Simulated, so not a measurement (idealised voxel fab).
This is a process module. Its name is voxel capacitor over wiring.
It is cross-section cut that appears here, measuring 230 nm in width, its square cells being 5 nm in size.
Format of a cross-section: grid, square cells. Given as bands. Order: top down. Band: one or more rows of cells.
The entry gives the band's vertical extent as a top height and a bottom height in nm, then its horizontal make-up as materials from left to right, each with a width in nm. "blank" stands for empty space; a single material marked "full width" fills the band edge to edge.
All heights in this document are referenced to 0, defined as the level beneath which the wafer, as received, consists entirely of one material. The lowest band is not bounded below; it extends indefinitely downward and is written in the form "0..down".
Top row gets the first number, bottom row gets the second, and each row in between changes by the same step: that is how a band width like "30..40" works.
A step reported as "remained unchanged" is a step in which no cell of the cross-section changed.
Reported under the label "Fully enclosed voids" are the empty spaces having no open way to the top and comprising 8 cells or more; the notation for each is width x height at distance, in which the distance is measured from the left edge and all three values are in nm.
Anything after a step's settings on that line? It's the simulator's own note about the step.
"overlay nm", when on a step's line for a step with a mask, measures how far to the right of its planned place the mask lay; a negative measure means to the left.
Structure of the following material. The material consists of pairs of cross-sections. Each pair comprises the cross-section before one process step and the cross-section after that step, the latter shown only down to the lowest band that changed. The step between the cross-sections is specified beneath each pair, including its settings. Pairs are not necessarily consecutive: they may derive from different runs of this module performed on the same starting wafer. Continuity with the pair above is to be assumed only where the entry headed "Pre-process cross-section" of the pair in question states it.

# Pre-process cross-section
    100..95  W full width
    95..90  TiN (80), then W (5), then TiN (145)
    90..85  SiO2 (75), then TiN (5), then W (5), then TiN (5), then SiO2 (140)
    85..80  SiO2 (75), then TiN (15), then SiO2 (140)
    80..70  SiO2 (65), then TiN (70), then SiO2 (95)
    70..65  SiO2 (65), then SiN (70), then SiO2 (95)
    65..55  SiO2 (60), then TiN (80), then SiO2 (90)
    55..40  lowk (65), then Ru (15), then lowk (150)
    40..35  SiCN (65), then Ru (15), then SiCN (150)
    35..30  Ru full width
    30..25  TiN (55), then Ru (20), then TiN (75), then Ru (20), then TiN (60)
    25..5  SiO2 (50), then TiN (5), then Ru (20), then TiN (5), then SiO2 (65), then TiN (5), then Ru (20), then TiN (5), then SiO2 (55)
    5..0  SiCN (50), then TiN (30), then SiCN (65), then TiN (30), then SiCN (55)
    0..down  Si full width
    Fully enclosed voids: none

# Cut View, Post-Step
    90..85  SiO2 (75), then TiN (5), then W (5), then TiN (5), then SiO2 (140)
    Everything under 85 stays put, no change at all.
    Fully enclosed voids: none
The two cross-sections above bracket this step: CMP, height nm 90

Pre-process cross-section: it's just the after picture from the pair right above this one.

# Cut View, Post-Step
    95..90  SiN full width
    Everything under 90 stays put, no change at all.
    Fully enclosed voids: none
The two cross-sections above bracket this step: CONFORMAL_DEP, material SiN, thk nm 5

# Pre-process cross-section
    55..40  lowk (65), then Ru (15), then lowk (150)
    40..35  SiCN (65), then Ru (15), then SiCN (150)
    35..15  SiO2 (50), then TiN (5), then Ru (20), then TiN (5), then SiO2 (65), then TiN (5), then Ru (20), then TiN (5), then SiO2 (55)
    15..10  SiCN (50), then TiN (30), then SiCN (65), then TiN (30), then SiCN (55)
    10..0  SiO2 full width
    0..down  Si full width
    Fully enclosed voids: none

# Cut View, Post-Step
    65..55  blank (55), then Ru (35), then blank (140)
    Everything under 55 stays put, no change at all.
    Fully enclosed voids: none
The two cross-sections above bracket this step: EPI, material Ru, thk nm 10

Pre-process cross-section: it's just the after picture from the pair right above this one.

# Cut View, Post-Step
    75..65  blank (55), then TiN (35), then blank (140)
    65..55  TiN (55), then Ru (35), then TiN (140)
    Everything under 55 stays put, no change at all.
    Fully enclosed voids: none
The two cross-sections above bracket this step: DIRECTIONAL_DEP, material TiN, thk nm 10

Pre-process cross-section: it's just the after picture from the pair right above this one.

# Cut View, Post-Step
    80..75  blank (55), then SiN (35), then blank (140)
    75..70  blank (55), then TiN (35), then blank (140)
    70..65  SiN (55), then TiN (35), then SiN (140)
    Everything under 65 stays put, no change at all.
    Fully enclosed voids: none
The two cross-sections above bracket this step: DIRECTIONAL_DEP, material SiN, thk nm 5

Pre-process cross-section: it's just the after picture from the pair right above this one.

# Cut View, Post-Step
    90..80  blank (55), then TiN (35), then blank (140)
    80..75  TiN (55), then SiN (35), then TiN (140)
    75..70  TiN full width
    Everything under 70 stays put, no change at all.
    Fully enclosed voids: none
The two cross-sections above bracket this step: DIRECTIONAL_DEP, material TiN, thk nm 10

Pre-process cross-section: it's just the after picture from the pair right above this one.

# Cut View, Post-Step
    90..80  blank (65), then TiN (25), then blank (140)
    80..75  blank (55), then SiN (35), then TiN (45), then blank (95)
    75..70  blank (55), then TiN (80), then blank (95)
    Everything under 70 stays put, no change at all.
    Fully enclosed voids: none
The two cross-sections above bracket this step: MASKED_ETCH, tone cover, mask id UPPER_PLATE, width nm 70, etch materials TiN, depth nm 10, overlay nm 0

Pre-process cross-section: it's just the after picture from the pair right above this one.

# Cut View, Post-Step
    90..80  blank (65), then TiN (25), then blank (140)
    80..75  blank (65), then SiN (25), then TiN (45), then blank (95)
    75..70  blank (55), then TiN (80), then blank (95)
    70..65  blank (55), then TiN (35), then SiN (45), then blank (95)
    Everything under 65 stays put, no change at all.
    Fully enclosed voids: none
The two cross-sections above bracket this step: MASKED_ETCH, tone cover, mask id UPPER_PLATE, width nm 70, etch materials SiN, depth nm 5, overlay nm 0

Pre-process cross-section: it's just the after picture from the pair right above this one.

# Cut View, Post-Step
    100..90  blank (65), then aC (25), then blank (140)
    90..85  blank (65), then TiN (25), then aC (45), then blank (95)
    85..80  blank (55), then aC (10), then TiN (25), then aC (45), then blank (95)
    80..75  blank (55), then aC (10), then SiN (25), then TiN (45), then blank (95)
    75..70  aC (55), then TiN (80), then aC (95)
    70..65  aC (55), then TiN (35), then SiN (45), then aC (95)
    Everything under 65 stays put, no change at all.
    Fully enclosed voids: none
The two cross-sections above bracket this step: DIRECTIONAL_DEP, material aC, thk nm 10

Pre-process cross-section: it's just the after picture from the pair right above this one.

# Cut View, Post-Step
    125..100  blank (60), then resist (80), then blank (90)
    100..90  blank (60), then resist (5), then aC (25), then resist (50), then blank (90)
    90..85  blank (60), then resist (5), then TiN (25), then aC (45), then resist (5), then blank (90)
    85..80  blank (55), then aC (10), then TiN (25), then aC (45), then resist (5), then blank (90)
    80..75  blank (55), then aC (10), then SiN (25), then TiN (45), then resist (5), then blank (90)
    Everything under 75 stays put, no change at all.
    Fully enclosed voids: none
The two cross-sections above bracket this step: PATTERN, tone cover, mask id LOWER_PLATE, material resist, width nm 80, thk nm 25, overlay nm 0

Pre-process cross-section: it's just the after picture from the pair right above this one.

# Cut View, Post-Step
    115..100  blank (60), then resist (80), then blank (90)
    100..90  blank (60), then resist (5), then aC (25), then resist (50), then blank (90)
    90..85  blank (60), then resist (5), then TiN (25), then aC (45), then resist (5), then blank (90)
    85..80  blank (60), then aC (5), then TiN (25), then aC (45), then resist (5), then blank (90)
    80..75  blank (60), then aC (5), then SiN (25), then TiN (45), then resist (5), then blank (90)
    75..70  blank (55), then TiN (80), then aC (5), then blank (90)
    70..65  blank (55), then TiN (35), then SiN (45), then aC (5), then blank (90)
    Everything under 65 stays put, no change at all.
    Fully enclosed voids: none
The two cross-sections above bracket this step: DIRECTIONAL_ETCH, etch materials aC, depth nm 10

Pre-process cross-section: it's just the after picture from the pair right above this one.

# Cut View, Post-Step
    100..90  blank (65), then aC (25), then blank (140)
    90..85  blank (65), then TiN (25), then aC (45), then blank (95)
    85..80  blank (60), then aC (5), then TiN (25), then aC (45), then blank (95)
    80..75  blank (60), then aC (5), then SiN (25), then TiN (45), then blank (95)
    Everything under 75 stays put, no change at all.
    Fully enclosed voids: none
The two cross-sections above bracket this step: STRIP, etch materials resist

Pre-process cross-section: it's just the after picture from the pair right above this one.

# Cut View, Post-Step
    100..90  blank (65), then aC (25), then blank (140)
    90..85  blank (65), then TiN (25), then aC (45), then blank (95)
    85..80  blank (60), then aC (5), then TiN (25), then aC (45), then blank (95)
    80..75  blank (60), then aC (5), then SiN (25), then TiN (45), then blank (95)
    75..70  blank (60), then TiN (75), then aC (5), then blank (90)
    70..65  blank (60), then TiN (30), then SiN (45), then aC (5), then blank (90)
    65..55  blank (55), then Ru (35), then TiN (50), then blank (90)
    Everything under 55 stays put, no change at all.
    Fully enclosed voids: none
The two cross-sections above bracket this step: DIRECTIONAL_ETCH, etch materials TiN, depth nm 10

Pre-process cross-section: it's just the after picture from the pair right above this one.

# Cut View, Post-Step
    90..80  blank (65), then TiN (25), then blank (140)
    80..75  blank (65), then SiN (25), then TiN (45), then blank (95)
    75..70  blank (60), then TiN (75), then blank (95)
    70..65  blank (60), then TiN (30), then SiN (45), then blank (95)
    Everything under 65 stays put, no change at all.
    Fully enclosed voids: none
The two cross-sections above bracket this step: STRIP, etch materials aC

Pre-process cross-section: it's just the after picture from the pair right above this one.

# Cut View, Post-Step
    105..90  SiO2 full width
    90..80  SiO2 (65), then TiN (25), then SiO2 (140)
    80..75  SiO2 (65), then SiN (25), then TiN (45), then SiO2 (95)
    75..70  SiO2 (60), then TiN (75), then SiO2 (95)
    70..65  SiO2 (60), then TiN (30), then SiN (45), then SiO2 (95)
    65..55  SiO2 (55), then Ru (35), then TiN (50), then SiO2 (90)
    Everything under 55 stays put, no change at all.
    Fully enclosed voids: none
The two cross-sections above bracket this step: FILL_DEP, material SiO2, thk nm 15

Pre-process cross-section: it's just the after picture from the pair right above this one.

# Cut View, Post-Step
    90..80  SiO2 (65), then TiN (25), then SiO2 (140)
    Everything under 80 stays put, no change at all.
    Fully enclosed voids: none
The two cross-sections above bracket this step: CMP, height nm 90

Pre-process cross-section: it's just the after picture from the pair right above this one.

# Cut View, Post-Step
    105..90  aC full width
    Everything under 90 stays put, no change at all.
    Fully enclosed voids: none
The two cross-sections above bracket this step: DIRECTIONAL_DEP, material aC, thk nm 15

Pre-process cross-section: it's just the after picture from the pair right above this one.

# Cut View, Post-Step
    140..105  resist (75), then blank (15), then resist (140)
    Everything under 105 stays put, no change at all.
    Fully enclosed voids: none
The two cross-sections above bracket this step: PATTERN, tone open, mask id PLUG_2, material resist, width nm 15, thk nm 35, overlay nm 0

Pre-process cross-section: it's just the after picture from the pair right above this one.

# Cut View, Post-Step
    125..105  resist (75), then blank (15), then resist (140)
    105..90  aC (75), then blank (15), then aC (140)
    Everything under 90 stays put, no change at all.
    Fully enclosed voids: none
The two cross-sections above bracket this step: DIRECTIONAL_ETCH, etch materials aC, depth nm 15

Pre-process cross-section: it's just the after picture from the pair right above this one.

# Cut View, Post-Step
    105..90  aC (75), then blank (15), then aC (140)
    Everything under 90 stays put, no change at all.
    Fully enclosed voids: none
The two cross-sections above bracket this step: STRIP, etch materials resist

Pre-process cross-section: it's just the after picture from the pair right above this one.

# Cut View, Post-Step
    90..80  SiO2 (65), then TiN (25), then SiO2 (140)
    Everything under 80 stays put, no change at all.
    Fully enclosed voids: none
The two cross-sections above bracket this step: STRIP, etch materials aC

Pre-process cross-section: it's just the after picture from the pair right above this one.

# Cut View, Post-Step
    95..90  TiN full width
    Everything under 90 stays put, no change at all.
    Fully enclosed voids: none
The two cross-sections above bracket this step: CONFORMAL_DEP, material TiN, thk nm 5

Pre-process cross-section: it's just the after picture from the pair right above this one.

# Cut View, Post-Step
    100..95  W full width
    Everything under 95 stays put, no change at all.
    Fully enclosed voids: none
The two cross-sections above bracket this step: FILL_DEP, material W, thk nm 5

Pre-process cross-section: it's just the after picture from the pair right above this one.

# Cut View, Post-Step
    90..80  SiO2 (65), then TiN (25), then SiO2 (140)
    Everything under 80 stays put, no change at all.
    Fully enclosed voids: none
The two cross-sections above bracket this step: CMP, height nm 90

Pre-process cross-section: it's just the after picture from the pair right above this one.

# Cut View, Post-Step
    95..90  SiN full width
    Everything under 90 stays put, no change at all.
    Fully enclosed voids: none
The two cross-sections above bracket this step: CONFORMAL_DEP, material SiN, thk nm 5

# Pre-process cross-section
    65..55  TiN full width
    55..40  lowk (65), then Ru (15), then lowk (150)
    40..35  SiCN (65), then Ru (15), then SiCN (150)
    35..15  SiO2 (50), then TiN (5), then Ru (20), then TiN (5), then SiO2 (65), then TiN (5), then Ru (20), then TiN (5), then SiO2 (55)
    15..10  SiCN (50), then TiN (30), then SiCN (65), then TiN (30), then SiCN (55)
    10..0  SiO2 full width
    0..down  Si full width
    Fully enclosed voids: none

# Cut View, Post-Step
    75..55  TiN full width
    Everything under 55 stays put, no change at all.
    Fully enclosed voids: none
The two cross-sections above bracket this step: DIRECTIONAL_DEP, material TiN, thk nm 10

Pre-process cross-section: it's just the after picture from the pair right above this one.

# Cut View, Post-Step
    80..75  SiN full width
    Everything under 75 stays put, no change at all.
    Fully enclosed voids: none
The two cross-sections above bracket this step: DIRECTIONAL_DEP, material SiN, thk nm 5

Pre-process cross-section: it's just the after picture from the pair right above this one.

# Cut View, Post-Step
    80..75  blank (65), then SiN (70), then blank (95)
    Everything under 75 stays put, no change at all.
    Fully enclosed voids: none
The two cross-sections above bracket this step: MASKED_ETCH, tone cover, mask id UPPER_PLATE, width nm 70, etch materials SiN, depth nm 5, overlay nm 0

Pre-process cross-section: it's just the after picture from the pair right above this one.

# Cut View, Post-Step
    90..85  blank (65), then aC (70), then blank (95)
    85..80  aC full width
    80..75  aC (65), then SiN (70), then aC (95)
    Everything under 75 stays put, no change at all.
    Fully enclosed voids: none
The two cross-sections above bracket this step: DIRECTIONAL_DEP, material aC, thk nm 10

Pre-process cross-section: it's just the after picture from the pair right above this one.

# Cut View, Post-Step
    115..90  blank (60), then resist (80), then blank (90)
    90..85  blank (60), then resist (5), then aC (70), then resist (5), then blank (90)
    Everything under 85 stays put, no change at all.
    Fully enclosed voids: none
The two cross-sections above bracket this step: PATTERN, tone cover, mask id LOWER_PLATE, material resist, width nm 80, thk nm 25, overlay nm 0

Pre-process cross-section: it's just the after picture from the pair right above this one.

# Cut View, Post-Step
    105..90  blank (60), then resist (80), then blank (90)
    90..85  blank (60), then resist (5), then aC (70), then resist (5), then blank (90)
    85..80  blank (60), then aC (80), then blank (90)
    80..75  blank (60), then aC (5), then SiN (70), then aC (5), then blank (90)
    Everything under 75 stays put, no change at all.
    Fully enclosed voids: none
The two cross-sections above bracket this step: DIRECTIONAL_ETCH, etch materials aC, depth nm 10

Pre-process cross-section: it's just the after picture from the pair right above this one.

# Cut View, Post-Step
    90..80  blank (65..60), then aC (70..80), then blank (95..90)
    Everything under 80 stays put, no change at all.
    Fully enclosed voids: none
The two cross-sections above bracket this step: STRIP, etch materials resist

Pre-process cross-section: it's just the after picture from the pair right above this one.

# Cut View, Post-Step
    90..80  blank (65..60), then aC (70..80), then blank (95..90)
    80..75  blank (60), then aC (5), then SiN (70), then aC (5), then blank (90)
    75..65  blank (60), then TiN (80), then blank (90)
    Everything under 65 stays put, no change at all.
    Fully enclosed voids: none
The two cross-sections above bracket this step: DIRECTIONAL_ETCH, etch materials TiN, depth nm 10

Pre-process cross-section: it's just the after picture from the pair right above this one.

# Cut View, Post-Step
    80..75  blank (65), then SiN (70), then blank (95)
    Everything under 75 stays put, no change at all.
    Fully enclosed voids: none
The two cross-sections above bracket this step: STRIP, etch materials aC

Pre-process cross-section: it's just the after picture from the pair right above this one.

# Cut View, Post-Step
    95..80  SiO2 full width
    80..75  SiO2 (65), then SiN (70), then SiO2 (95)
    75..65  SiO2 (60), then TiN (80), then SiO2 (90)
    Everything under 65 stays put, no change at all.
    Fully enclosed voids: none
The two cross-sections above bracket this step: FILL_DEP, material SiO2, thk nm 15

Pre-process cross-section: it's just the after picture from the pair right above this one.

# Cut View, Post-Step
    90..80  SiO2 full width
    Everything under 80 stays put, no change at all.
    Fully enclosed voids: none
The two cross-sections above bracket this step: CMP, height nm 90

Pre-process cross-section: it's just the after picture from the pair right above this one.

# Cut View, Post-Step
    105..90  aC full width
    Everything under 90 stays put, no change at all.
    Fully enclosed voids: none
The two cross-sections above bracket this step: DIRECTIONAL_DEP, material aC, thk nm 15

Pre-process cross-section: it's just the after picture from the pair right above this one.

# Cut View, Post-Step
    140..105  resist (75), then blank (15), then resist (140)
    Everything under 105 stays put, no change at all.
    Fully enclosed voids: none
The two cross-sections above bracket this step: PATTERN, tone open, mask id PLUG_2, material resist, width nm 15, thk nm 35, overlay nm 0

Pre-process cross-section: it's just the after picture from the pair right above this one.

# Cut View, Post-Step
    125..105  resist (75), then blank (15), then resist (140)
    105..90  aC (75), then blank (15), then aC (140)
    Everything under 90 stays put, no change at all.
    Fully enclosed voids: none
The two cross-sections above bracket this step: DIRECTIONAL_ETCH, etch materials aC, depth nm 15

Pre-process cross-section: it's just the after picture from the pair right above this one.

# Cut View, Post-Step
    105..90  aC (75), then blank (15), then aC (140)
    Everything under 90 stays put, no change at all.
    Fully enclosed voids: none
The two cross-sections above bracket this step: STRIP, etch materials resist

Pre-process cross-section: it's just the after picture from the pair right above this one.

# Cut View, Post-Step
    105..90  aC (75), then blank (15), then aC (140)
    90..80  SiO2 (75), then blank (15), then SiO2 (140)
    Everything under 80 stays put, no change at all.
    Fully enclosed voids: none
The two cross-sections above bracket this step: DIRECTIONAL_ETCH, etch materials SiO2, depth nm 10

Pre-process cross-section: it's just the after picture from the pair right above this one.

# Cut View, Post-Step
    90..80  SiO2 (75), then blank (15), then SiO2 (140)
    Everything under 80 stays put, no change at all.
    Fully enclosed voids: none
The two cross-sections above bracket this step: STRIP, etch materials aC

Pre-process cross-section: it's just the after picture from the pair right above this one.

# Cut View, Post-Step
    95..90  TiN (80), then blank (5), then TiN (145)
    90..85  SiO2 (75), then TiN (5), then blank (5), then TiN (5), then SiO2 (140)
    85..80  SiO2 (75), then TiN (15), then SiO2 (140)
    Everything under 80 stays put, no change at all.
    Fully enclosed voids: none
The two cross-sections above bracket this step: CONFORMAL_DEP, material TiN, thk nm 5

Pre-process cross-section: it's just the after picture from the pair right above this one.

# Cut View, Post-Step
    100..95  W full width
    95..90  TiN (80), then W (5), then TiN (145)
    90..85  SiO2 (75), then TiN (5), then W (5), then TiN (5), then SiO2 (140)
    Everything under 85 stays put, no change at all.
    Fully enclosed voids: none
The two cross-sections above bracket this step: FILL_DEP, material W, thk nm 5

Pre-process cross-section: it's just the after picture from the pair right above this one.

# Cut View, Post-Step
    90..85  SiO2 (75), then TiN (5), then W (5), then TiN (5), then SiO2 (140)
    Everything under 85 stays put, no change at all.
    Fully enclosed voids: none
The two cross-sections above bracket this step: CMP, height nm 90

Pre-process cross-section: it's just the after picture from the pair right above this one.

# Cut View, Post-Step
    95..90  SiN full width
    Everything under 90 stays put, no change at all.
    Fully enclosed voids: none
The two cross-sections above bracket this step: CONFORMAL_DEP, material SiN, thk nm 5

# Pre-process cross-section
    70..65  SiN full width
    65..55  TiN full width
    55..40  lowk (65), then Ru (15), then lowk (150)
    40..35  SiCN (65), then Ru (15), then SiCN (150)
    35..15  SiO2 (50), then TiN (5), then Ru (20), then TiN (5), then SiO2 (65), then TiN (5), then Ru (20), then TiN (5), then SiO2 (55)
    15..10  SiCN (50), then TiN (30), then SiCN (65), then TiN (30), then SiCN (55)
    10..0  SiO2 full width
    0..down  Si full width
    Fully enclosed voids: none

# Cut View, Post-Step
    75..70  TiN full width
    Everything under 70 stays put, no change at all.
    Fully enclosed voids: none
The two cross-sections above bracket this step: DIRECTIONAL_DEP, material TiN, thk nm 5

Pre-process cross-section: it's just the after picture from the pair right above this one.

# Cut View, Post-Step
    75..70  blank (65), then TiN (70), then blank (95)
    Everything under 70 stays put, no change at all.
    Fully enclosed voids: none
The two cross-sections above bracket this step: MASKED_ETCH, tone cover, mask id UPPER_PLATE, width nm 70, etch materials TiN, depth nm 10, overlay nm 0

Pre-process cross-section: it's just the after picture from the pair right above this one.

# Cut View, Post-Step
    75..70  blank (65), then TiN (70), then blank (95)
    70..65  blank (65), then SiN (70), then blank (95)
    Everything under 65 stays put, no change at all.
    Fully enclosed voids: none
The two cross-sections above bracket this step: MASKED_ETCH, tone cover, mask id UPPER_PLATE, width nm 70, etch materials SiN, depth nm 5, overlay nm 0

Pre-process cross-section: it's just the after picture from the pair right above this one.

# Cut View, Post-Step
    85..75  blank (65), then aC (70), then blank (95)
    75..70  aC (65), then TiN (70), then aC (95)
    70..65  aC (65), then SiN (70), then aC (95)
    Everything under 65 stays put, no change at all.
    Fully enclosed voids: none
The two cross-sections above bracket this step: DIRECTIONAL_DEP, material aC, thk nm 10

Pre-process cross-section: it's just the after picture from the pair right above this one.

# Cut View, Post-Step
    110..85  blank (60), then resist (80), then blank (90)
    85..75  blank (60), then resist (5), then aC (70), then resist (5), then blank (90)
    Everything under 75 stays put, no change at all.
    Fully enclosed voids: none
The two cross-sections above bracket this step: PATTERN, tone cover, mask id LOWER_PLATE, material resist, width nm 80, thk nm 25, overlay nm 0

Pre-process cross-section: it's just the after picture from the pair right above this one.

# Cut View, Post-Step
    100..85  blank (60), then resist (80), then blank (90)
    85..75  blank (60), then resist (5), then aC (70), then resist (5), then blank (90)
    75..70  blank (60), then aC (5), then TiN (70), then aC (5), then blank (90)
    70..65  blank (60), then aC (5), then SiN (70), then aC (5), then blank (90)
    Everything under 65 stays put, no change at all.
    Fully enclosed voids: none
The two cross-sections above bracket this step: DIRECTIONAL_ETCH, etch materials aC, depth nm 10

Pre-process cross-section: it's just the after picture from the pair right above this one.

# Cut View, Post-Step
    85..75  blank (65), then aC (70), then blank (95)
    Everything under 75 stays put, no change at all.
    Fully enclosed voids: none
The two cross-sections above bracket this step: STRIP, etch materials resist

Pre-process cross-section: it's just the after picture from the pair right above this one.

# Cut View, Post-Step
    85..75  blank (65), then aC (70), then blank (95)
    75..70  blank (60), then aC (5), then TiN (70), then aC (5), then blank (90)
    70..65  blank (60), then aC (5), then SiN (70), then aC (5), then blank (90)
    65..55  blank (60), then TiN (80), then blank (90)
    Everything under 55 stays put, no change at all.
    Fully enclosed voids: none
The two cross-sections above bracket this step: DIRECTIONAL_ETCH, etch materials TiN, depth nm 10

Pre-process cross-section: it's just the after picture from the pair right above this one.

# Cut View, Post-Step
    75..70  blank (65), then TiN (70), then blank (95)
    70..65  blank (65), then SiN (70), then blank (95)
    Everything under 65 stays put, no change at all.
    Fully enclosed voids: none
The two cross-sections above bracket this step: STRIP, etch materials aC

Pre-process cross-section: it's just the after picture from the pair right above this one.

# Cut View, Post-Step
    90..75  SiO2 full width
    75..70  SiO2 (65), then TiN (70), then SiO2 (95)
    70..65  SiO2 (65), then SiN (70), then SiO2 (95)
    65..55  SiO2 (60), then TiN (80), then SiO2 (90)
    Everything under 55 stays put, no change at all.
    Fully enclosed voids: none
The two cross-sections above bracket this step: FILL_DEP, material SiO2, thk nm 15

Pre-process cross-section: it's just the after picture from the pair right above this one.

# Cut View, Post-Step
    105..90  aC full width
    Everything under 90 stays put, no change at all.
    Fully enclosed voids: none
The two cross-sections above bracket this step: DIRECTIONAL_DEP, material aC, thk nm 15

Pre-process cross-section: it's just the after picture from the pair right above this one.

# Cut View, Post-Step
    140..105  resist (75), then blank (15), then resist (140)
    Everything under 105 stays put, no change at all.
    Fully enclosed voids: none
The two cross-sections above bracket this step: PATTERN, tone open, mask id PLUG_2, material resist, width nm 15, thk nm 35, overlay nm 0

Pre-process cross-section: it's just the after picture from the pair right above this one.

# Cut View, Post-Step
    125..105  resist (75), then blank (15), then resist (140)
    105..90  aC (75), then blank (15), then aC (140)
    Everything under 90 stays put, no change at all.
    Fully enclosed voids: none
The two cross-sections above bracket this step: DIRECTIONAL_ETCH, etch materials aC, depth nm 15

Pre-process cross-section: it's just the after picture from the pair right above this one.

# Cut View, Post-Step
    105..90  aC (75), then blank (15), then aC (140)
    Everything under 90 stays put, no change at all.
    Fully enclosed voids: none
The two cross-sections above bracket this step: STRIP, etch materials resist

Pre-process cross-section: it's just the after picture from the pair right above this one.

# Cut View, Post-Step
    105..90  aC (75), then blank (15), then aC (140)
    90..80  SiO2 (75), then blank (15), then SiO2 (140)
    Everything under 80 stays put, no change at all.
    Fully enclosed voids: none
The two cross-sections above bracket this step: DIRECTIONAL_ETCH, etch materials SiO2, depth nm 10

Pre-process cross-section: it's just the after picture from the pair right above this one.

# Cut View, Post-Step
    90..80  SiO2 (75), then blank (15), then SiO2 (140)
    Everything under 80 stays put, no change at all.
    Fully enclosed voids: none
The two cross-sections above bracket this step: STRIP, etch materials aC

Pre-process cross-section: it's just the after picture from the pair right above this one.

# Cut View, Post-Step
    95..90  TiN (80), then blank (5), then TiN (145)
    90..85  SiO2 (75), then TiN (5), then blank (5), then TiN (5), then SiO2 (140)
    85..80  SiO2 (75), then TiN (15), then SiO2 (140)
    Everything under 80 stays put, no change at all.
    Fully enclosed voids: none
The two cross-sections above bracket this step: CONFORMAL_DEP, material TiN, thk nm 5

Pre-process cross-section: it's just the after picture from the pair right above this one.

# Cut View, Post-Step
    100..95  W full width
    95..90  TiN (80), then W (5), then TiN (145)
    90..85  SiO2 (75), then TiN (5), then W (5), then TiN (5), then SiO2 (140)
    Everything under 85 stays put, no change at all.
    Fully enclosed voids: none
The two cross-sections above bracket this step: FILL_DEP, material W, thk nm 5

Pre-process cross-section: it's just the after picture from the pair right above this one.

# Cut View, Post-Step
    90..85  SiO2 (75), then TiN (5), then W (5), then TiN (5), then SiO2 (140)
    Everything under 85 stays put, no change at all.
    Fully enclosed voids: none
The two cross-sections above bracket this step: CMP, height nm 90

Pre-process cross-section: it's just the after picture from the pair right above this one.

# Cut View, Post-Step
    95..90  SiN full width
    Everything under 90 stays put, no change at all.
    Fully enclosed voids: none
The two cross-sections above bracket this step: CONFORMAL_DEP, material SiN, thk nm 5

# Pre-process cross-section
    90..80  blank (65), then aC (70), then blank (95)
    80..75  blank (65), then TiN (70), then blank (95)
    75..70  aC (65), then TiN (70), then aC (95)
    70..65  aC (65), then SiN (70), then aC (95)
    65..55  TiN full width
    55..40  lowk (65), then Ru (15), then lowk (150)
    40..35  SiCN (65), then Ru (15), then SiCN (150)
    35..15  SiO2 (50), then TiN (5), then Ru (20), then TiN (5), then SiO2 (65), then TiN (5), then Ru (20), then TiN (5), then SiO2 (55)
    15..10  SiCN (50), then TiN (30), then SiCN (65), then TiN (30), then SiCN (55)
    10..0  SiO2 full width
    0..down  Si full width
    Fully enclosed voids: none

# Cut View, Post-Step
    115..90  blank (55), then resist (90), then blank (85)
    90..80  blank (55), then resist (10), then aC (70), then resist (10), then blank (85)
    80..75  blank (55), then resist (10), then TiN (70), then resist (10), then blank (85)
    Everything under 75 stays put, no change at all.
    Fully enclosed voids: none
The two cross-sections above bracket this step: PATTERN, tone cover, mask id LOWER_PLATE, material resist, width nm 90, thk nm 25, overlay nm 0

Pre-process cross-section: it's just the after picture from the pair right above this one.

# Cut View, Post-Step
    105..90  blank (55), then resist (90), then blank (85)
    90..80  blank (55), then resist (10), then aC (70), then resist (10), then blank (85)
    80..75  blank (55), then resist (10), then TiN (70), then resist (10), then blank (85)
    75..70  blank (55), then aC (10), then TiN (70), then aC (10), then blank (85)
    70..65  blank (55), then aC (10), then SiN (70), then aC (10), then blank (85)
    Everything under 65 stays put, no change at all.
    Fully enclosed voids: none
The two cross-sections above bracket this step: DIRECTIONAL_ETCH, etch materials aC, depth nm 10

Pre-process cross-section: it's just the after picture from the pair right above this one.

# Cut View, Post-Step
    90..80  blank (65), then aC (70), then blank (95)
    80..75  blank (65), then TiN (70), then blank (95)
    Everything under 75 stays put, no change at all.
    Fully enclosed voids: none
The two cross-sections above bracket this step: STRIP, etch materials resist

Pre-process cross-section: it's just the after picture from the pair right above this one.

# Cut View, Post-Step
    90..80  blank (65), then aC (70), then blank (95)
    80..75  blank (65), then TiN (70), then blank (95)
    75..70  blank (55), then aC (10), then TiN (70), then aC (10), then blank (85)
    70..65  blank (55), then aC (10), then SiN (70), then aC (10), then blank (85)
    65..55  blank (55), then TiN (90), then blank (85)
    Everything under 55 stays put, no change at all.
    Fully enclosed voids: none
The two cross-sections above bracket this step: DIRECTIONAL_ETCH, etch materials TiN, depth nm 10

Pre-process cross-section: it's just the after picture from the pair right above this one.

# Cut View, Post-Step
    80..70  blank (65), then TiN (70), then blank (95)
    70..65  blank (65), then SiN (70), then blank (95)
    Everything under 65 stays put, no change at all.
    Fully enclosed voids: none
The two cross-sections above bracket this step: STRIP, etch materials aC

Pre-process cross-section: it's just the after picture from the pair right above this one.

# Cut View, Post-Step
    95..80  SiO2 full width
    80..70  SiO2 (65), then TiN (70), then SiO2 (95)
    70..65  SiO2 (65), then SiN (70), then SiO2 (95)
    65..55  SiO2 (55), then TiN (90), then SiO2 (85)
    Everything under 55 stays put, no change at all.
    Fully enclosed voids: none
The two cross-sections above bracket this step: FILL_DEP, material SiO2, thk nm 15

Pre-process cross-section: it's just the after picture from the pair right above this one.

# Cut View, Post-Step
    90..80  SiO2 full width
    Everything under 80 stays put, no change at all.
    Fully enclosed voids: none
The two cross-sections above bracket this step: CMP, height nm 90

Pre-process cross-section: it's just the after picture from the pair right above this one.

# Cut View, Post-Step
    105..90  aC full width
    Everything under 90 stays put, no change at all.
    Fully enclosed voids: none
The two cross-sections above bracket this step: DIRECTIONAL_DEP, material aC, thk nm 15

Pre-process cross-section: it's just the after picture from the pair right above this one.

# Cut View, Post-Step
    140..105  resist (75), then blank (15), then resist (140)
    Everything under 105 stays put, no change at all.
    Fully enclosed voids: none
The two cross-sections above bracket this step: PATTERN, tone open, mask id PLUG_2, material resist, width nm 15, thk nm 35, overlay nm 0

Pre-process cross-section: it's just the after picture from the pair right above this one.

# Cut View, Post-Step
    125..105  resist (75), then blank (15), then resist (140)
    105..90  aC (75), then blank (15), then aC (140)
    Everything under 90 stays put, no change at all.
    Fully enclosed voids: none
The two cross-sections above bracket this step: DIRECTIONAL_ETCH, etch materials aC, depth nm 15

Pre-process cross-section: it's just the after picture from the pair right above this one.

# Cut View, Post-Step
    105..90  aC (75), then blank (15), then aC (140)
    Everything under 90 stays put, no change at all.
    Fully enclosed voids: none
The two cross-sections above bracket this step: STRIP, etch materials resist

Pre-process cross-section: it's just the after picture from the pair right above this one.

# Cut View, Post-Step
    105..90  aC (75), then blank (15), then aC (140)
    90..80  SiO2 (75), then blank (15), then SiO2 (140)
    Everything under 80 stays put, no change at all.
    Fully enclosed voids: none
The two cross-sections above bracket this step: DIRECTIONAL_ETCH, etch materials SiO2, depth nm 10
